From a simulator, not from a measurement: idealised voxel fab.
voxel plated lines: a process module
Cross-section cut: width 265 nm, square cells of 5 nm.
A cross-section in this document is a grid of square cells, and it is written down as bands, the top band listed before the ones below it; a band is made up of one or more rows of cells. First you get the band's top height and its bottom height, in nm, and then the materials it's made of, left to right, with each width in nm. If you see a single material with "full width", that one covers the band edge to edge. "air" is empty space. The reference from which all heights are counted is 0, the level beneath which the as-received wafer is entirely one material; the lowest band, having no lower bound, proceeds downward and is written after the example "top 0, no bottom". Read "30->40" as a graded width: first number on top, second number at the bottom, same change between each pair of neighbouring rows. Step note "all unchanged" = no cross-section cell changed. "Sealed void listing" means: voids of 8 cells or more that are shut off from the top with no open way through. Written width x height at distance, distance from the left edge, in nm. Past the settings on a step's line: simulator remark, on that step. Steps that use a mask can have "overlay nm" on their line. It says how far the mask sat to the right of where it was meant to be. Negative means to the left.

Planned step list for the process:
step 1: RECEIVE,material Si
step 2: CONFORMAL_DEP,material SiO2,thk nm 5
step 3: DIRECTIONAL_DEP,material TiN,thk nm 5
step 4: PATTERN,tone open,mask id LINES,material resist,width nm 15,pitch nm 40,thk nm 25,overlay nm 0
step 5: EPI,material Ru,thk nm 5
step 6: EPI,material Ru,thk nm 5
step 7: STRIP,etch materials resist
step 8: DIRECTIONAL_ETCH,etch materials TiN,depth nm 5
step 9: CONFORMAL_DEP,material SiCN,thk nm 10
varied across the wafers: thk nm of step 3. The plan shows the first wafer's value. All wafers start alike

Cross-sectional view of the first of several wafers in the as-received condition, corresponding to the state following step 1:
> top 0, no bottom  Si full width
> Sealed void listing: none

First wafer of several, cross-section, module end, after step 9 (last):
> top 30, bottom 20  air 95 nm | SiCN 35 nm | air 5 nm | SiCN 35 nm | air 95 nm
> top 20, bottom 15  air 95 nm | SiCN 10 nm | Ru 15 nm | SiCN 10 nm | air 5 nm | SiCN 10 nm | Ru 15 nm | SiCN 10 nm | air 95 nm
> top 15, bottom 10  SiCN 105 nm | Ru 15 nm | SiCN 25 nm | Ru 15 nm | SiCN 105 nm
> top 10, bottom 5  SiCN 105 nm | TiN 15 nm | SiCN 25 nm | TiN 15 nm | SiCN 105 nm
> top 5, bottom 0  SiO2 full width
> top 0, no bottom  Si full width
> Sealed void listing: none

Cross-section at module completion, last wafer:
> top 45, bottom 35  air 95 nm | SiCN 35 nm | air 5 nm | SiCN 35 nm | air 95 nm
> top 35, bottom 30  air 95 nm | SiCN 10 nm | Ru 15 nm | SiCN 10 nm | air 5 nm | SiCN 10 nm | Ru 15 nm | SiCN 10 nm | air 95 nm
> top 30, bottom 25  SiCN 105 nm | Ru 15 nm | SiCN 25 nm | Ru 15 nm | SiCN 105 nm
> top 25, bottom 20  SiCN 105 nm | TiN 15 nm | SiCN 25 nm | TiN 15 nm | SiCN 105 nm
> top 20, bottom 5  TiN full width
> top 5, bottom 0  SiO2 full width
> top 0, no bottom  Si full width
> Sealed void listing: none

Rows = wafers. At module end, each row lists per material the cells gained (+) or lost (-) since the wafer was received, then the closed voids:
thk nm 5; +12 Ru; +130 SiCN; +53 SiO2; +6 TiN; Sealed void listing: none
thk nm 10; +12 Ru; +130 SiCN; +53 SiO2; +59 TiN; Sealed void listing: none
thk nm 15; +12 Ru; +130 SiCN; +53 SiO2; +112 TiN; Sealed void listing: none
thk nm 20; +12 Ru; +130 SiCN; +53 SiO2; +165 TiN; Sealed void listing: none
